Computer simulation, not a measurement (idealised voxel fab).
This is a process module. Its name is voxel capacitor over wiring.
The cross-section shown here is cut; it is 200 nm wide and divided into square cells measuring 5 nm on a side.
Notation: cross-section as square-cell grid; stated in bands, top first, going down; one or more cell rows per band. Within each band entry, the heights of the top and of the bottom of the band appear first, in that order and in nm; the materials of the band then follow from left to right, each with its corresponding width in nm. The designation "full width" on a single material indicates that it fills the band from edge to edge; the designation "blank" indicates empty space. Note: height 0 marks the level under which the wafer is uniformly one material as received. Lowest band unbounded below, written "from 0 down". When a width is written as two numbers, as in "30..40", the first number is the width in the top row of cells of the band and the second is the width in its bottom row, and the width changes by the same amount from each row to the next. "remains unaltered" after a step means that no cell of the cross-section changed. Empty spaces counting at least 8 cells and having no open way to the top are listed in "Sealed void list". The notation width x height at distance is used for each, the distance being from the left edge and all three values in nm. after a step's settings: what the simulator itself notes on the step. overlay nm: mask offset rightward from planned place, masked step; negative means leftward offset.

Plan:
1,op RECEIVE | material Si
2,op CONFORMAL_DEP | material SiO2 | thk nm 10
3,op CONFORMAL_DEP | material SiCN | thk nm 5
4,op DIRECTIONAL_DEP | material SiO2 | thk nm 15
5,op MASKED_ETCH | tone open | mask id METAL_1 | width nm 20 | pitch nm 70 | etch materials SiO2 | depth nm 15 | overlay nm 0
6,op MASKED_ETCH | tone open | mask id METAL_1 | width nm 20 | pitch nm 70 | etch materials SiCN | depth nm 5 | overlay nm 0
7,op CONFORMAL_DEP | material TiN | thk nm 5
8,op FILL_DEP | material W | thk nm 10
9,op CMP | height nm 30
10,op CONFORMAL_DEP | material SiCN | thk nm 5
11,op DIRECTIONAL_DEP | material lowk | thk nm 20
12,op PATTERN | tone open | mask id PLUG_1 | material resist | width nm 15 | thk nm 20 | overlay nm 0
13,op DIRECTIONAL_ETCH | etch materials lowk | depth nm 20
14,op DIRECTIONAL_ETCH | etch materials SiCN | depth nm 5
15,op STRIP | etch materials resist
16,op CONFORMAL_DEP | material TiN | thk nm 5
17,op FILL_DEP | material Cu | thk nm 10
18,op CMP | height nm 55
19,op DIRECTIONAL_DEP | material TiN | thk nm 5
20,op DIRECTIONAL_DEP | material Al2O3 | thk nm 5
21,op DIRECTIONAL_DEP | material TiN | thk nm 10
22,op MASKED_ETCH | tone cover | mask id UPPER_PLATE | width nm 55 | etch materials TiN | depth nm 10 | overlay nm 0
23,op MASKED_ETCH | tone cover | mask id UPPER_PLATE | width nm 55 | etch materials Al2O3 | depth nm 5 | overlay nm 0
24,op MASKED_ETCH | tone cover | mask id LOWER_PLATE | width nm 65 | etch materials TiN | depth nm 5 | overlay nm 0
25,op FILL_DEP | material SiO2 | thk nm 15
26,op CMP | height nm 85
27,op MASKED_ETCH | tone open | mask id PLUG_2 | width nm 15 | etch materials SiO2 | depth nm 10 | overlay nm 0
28,op CONFORMAL_DEP | material TiN | thk nm 5
29,op FILL_DEP | material Cu | thk nm 10
30,op CMP | height nm 85
31,op CONFORMAL_DEP | material SiN | thk nm 5

So this is the incoming wafer in cross-section - it's already been through step 1:
* from 0 down | Si full width
* Sealed void list: none

Post-module cross-section of the first of two wafers (run per plan):
* from 90 to 85 | SiN full width
* from 85 to 80 | SiO2: 70, TiN: 5, Cu: 5, TiN: 5, SiO2: 115
* from 80 to 75 | SiO2: 70, TiN: 15, SiO2: 115
* from 75 to 65 | SiO2: 60, TiN: 55, SiO2: 85
* from 65 to 60 | SiO2: 60, Al2O3: 55, SiO2: 85
* from 60 to 55 | SiO2: 55, TiN: 65, SiO2: 80
* from 55 to 35 | lowk: 60, TiN: 5, Cu: 5, TiN: 5, lowk: 125
* from 35 to 30 | SiCN: 60, TiN: 15, SiCN: 125
* from 30 to 15 | SiO2: 55, TiN: 5, W: 10, TiN: 5, SiO2: 50, TiN: 5, W: 10, TiN: 5, SiO2: 55
* from 15 to 10 | SiCN: 55, TiN: 20, SiCN: 50, TiN: 20, SiCN: 55
* from 10 to 0 | SiO2 full width
* from 0 down | Si full width
* Sealed void list: none

End of module, second wafer, cross-section. Started like the first, planned like the first, run with one mistake:
* from 90 to 85 | SiN full width
* from 85 to 80 | SiO2: 70, TiN: 5, Cu: 5, TiN: 5, SiO2: 115
* from 80 to 75 | SiO2: 70, TiN: 15, SiO2: 115
* from 75 to 70 | SiO2 full width
* from 70 to 65 | SiO2: 60, TiN: 55, SiO2: 85
* from 65 to 60 | SiO2: 60, Al2O3: 55, SiO2: 85
* from 60 to 55 | TiN: 55, SiO2: 5, TiN: 55, SiO2: 5, TiN: 80
* from 55 to 35 | lowk: 60, TiN: 5, Cu: 5, TiN: 5, lowk: 125
* from 35 to 30 | SiCN: 60, TiN: 15, SiCN: 125
* from 30 to 15 | SiO2: 55, TiN: 5, W: 10, TiN: 5, SiO2: 50, TiN: 5, W: 10, TiN: 5, SiO2: 55
* from 15 to 10 | SiCN: 55, TiN: 20, SiCN: 50, TiN: 20, SiCN: 55
* from 10 to 0 | SiO2 full width
* from 0 down | Si full width
* Sealed void list: none
Run error: step 24 ran with different settings than intended, the actual operation and settings being op MASKED_ETCH | tone open | mask id LOWER_PLATE | width nm 65 | etch materials TiN | depth nm 5 | overlay nm 0
Final cells, second wafer relative to first, materials higher or lower: SiO2 -14; TiN +14
